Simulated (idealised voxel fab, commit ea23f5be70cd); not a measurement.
process module | voxel self aligned vias
cross-section cut | 230 nm wide | cells 5 nm
A cross-section is a grid of square cells, given in bands from the top down. A band is one or more rows of cells.
Each band's line starts with the height of the band's top and of its bottom, in nm. Then come its materials from left to right, each with its width in nm. One material with "throughout" fills the band from edge to edge. "air" is empty space.
Height 0 is the level under which the wafer as received is all one material. The lowest band goes on downwards, as in "0 down".
A width such as "30 to 40" changes by the same amount from each row of cells to the next, from the band's top row to its bottom row.
"no change" after a step means that no cell of the cross-section changed.
closed voids: empty space of 8 cells or more with no open way to the top, each as width x height at its distance from the left edge, in nm
after a step's settings: what the simulator itself notes on the step
overlay nm, on a step with a mask: how far to the right of its planned place the mask lay; to the left if negative
plan
1 op RECEIVE | material Si
2 op CONFORMAL_DEP | material SiO2 | thk nm 10
3 op CONFORMAL_DEP | material SiCN | thk nm 5
4 op DIRECTIONAL_DEP | material SiO2 | thk nm 30
5 op DIRECTIONAL_DEP | material aC | thk nm 15
6 op PATTERN | tone open | mask id LINES | material resist | width nm 25 | pitch nm 55 | thk nm 30 | overlay nm 0
7 op DIRECTIONAL_ETCH | etch materials aC | depth nm 15
8 op STRIP | etch materials resist
9 op DIRECTIONAL_ETCH | etch materials SiO2 | depth nm 30
10 op STRIP | etch materials aC
11 op CONFORMAL_DEP | material TiN | thk nm 5
12 op FILL_DEP | material W | thk nm 5
13 op CMP | height nm 45
14 op SELECTIVE_ETCH | etch materials W Ru TiN | depth nm 10
15 op FILL_DEP | material SiN | thk nm 5
16 op CMP | height nm 45
17 op DIRECTIONAL_DEP | material SiO2 | thk nm 15
18 op DIRECTIONAL_DEP | material aC | thk nm 10
19 op PATTERN | tone open | mask id VIAS | material resist | width nm 35 | pitch nm 55 | thk nm 25 | overlay nm 0
20 op DIRECTIONAL_ETCH | etch materials aC | depth nm 10
21 op STRIP | etch materials resist
22 op DIRECTIONAL_ETCH | etch materials SiO2 | depth nm 15
23 op DIRECTIONAL_ETCH | etch materials SiN | depth nm 10
24 op STRIP | etch materials aC
25 op CONFORMAL_DEP | material TiN | thk nm 5
26 op FILL_DEP | material Ru | thk nm 5
27 op CMP | height nm 60
28 op CONFORMAL_DEP | material SiCN | thk nm 5
as received, after step 1
  0 down: Si throughout
  closed voids: none
first wafer at the end, as planned
  65 to 60: SiCN throughout
  60 to 50: SiO2 40 | TiN 5 | Ru 25 | TiN 5 | SiO2 20 | TiN 5 | Ru 25 | TiN 5 | SiO2 20 | TiN 5 | Ru 25 | TiN 5 | SiO2 45
  50 to 40: SiO2 40 to 45 | TiN 10 to 5 | Ru 15 | TiN 10 to 5 | SiO2 20 to 30 | TiN 10 to 5 | Ru 15 | TiN 10 to 5 | SiO2 20 to 30 | TiN 10 to 5 | Ru 15 | TiN 10 to 5 | SiO2 45 to 50
  40 to 35: SiO2 45 | TiN 25 | SiO2 30 | TiN 25 | SiO2 30 | TiN 25 | SiO2 50
  35 to 20: SiO2 45 | TiN 5 | W 15 | TiN 5 | SiO2 30 | TiN 5 | W 15 | TiN 5 | SiO2 30 | TiN 5 | W 15 | TiN 5 | SiO2 50
  20 to 15: SiO2 45 | TiN 25 | SiO2 30 | TiN 25 | SiO2 30 | TiN 25 | SiO2 50
  15 to 10: SiCN throughout
  10 to 0: SiO2 throughout
  0 down: Si throughout
  closed voids: none
second wafer at the end: like start, like plan, one mistake
  65 to 60: SiCN throughout
  60 to 50: SiO2 45 | TiN 5 | Ru 20 | TiN 5 | SiO2 25 | TiN 5 | Ru 20 | TiN 5 | SiO2 25 | TiN 5 | Ru 20 | TiN 5 | SiO2 45
  50 to 40: SiO2 45 | TiN 5 | Ru 15 | TiN 10 to 5 | SiO2 25 to 30 | TiN 5 | Ru 15 | TiN 10 to 5 | SiO2 25 to 30 | TiN 5 | Ru 15 | TiN 10 to 5 | SiO2 45 to 50
  40 to 35: SiO2 45 | TiN 25 | SiO2 30 | TiN 25 | SiO2 30 | TiN 25 | SiO2 50
  35 to 20: SiO2 45 | TiN 5 | W 15 | TiN 5 | SiO2 30 | TiN 5 | W 15 | TiN 5 | SiO2 30 | TiN 5 | W 15 | TiN 5 | SiO2 50
  20 to 15: SiO2 45 | TiN 25 | SiO2 30 | TiN 25 | SiO2 30 | TiN 25 | SiO2 50
  15 to 10: SiCN throughout
  10 to 0: SiO2 throughout
  0 down: Si throughout
  closed voids: none
what went wrong: step 19 ran as: op PATTERN | tone open | mask id VIAS | material resist | width nm 30 | pitch nm 55 | thk nm 25 | overlay nm 0
at the end the second wafer has, in cells: 6 fewer of Ru | 9 more of SiO2 | 3 fewer of TiN
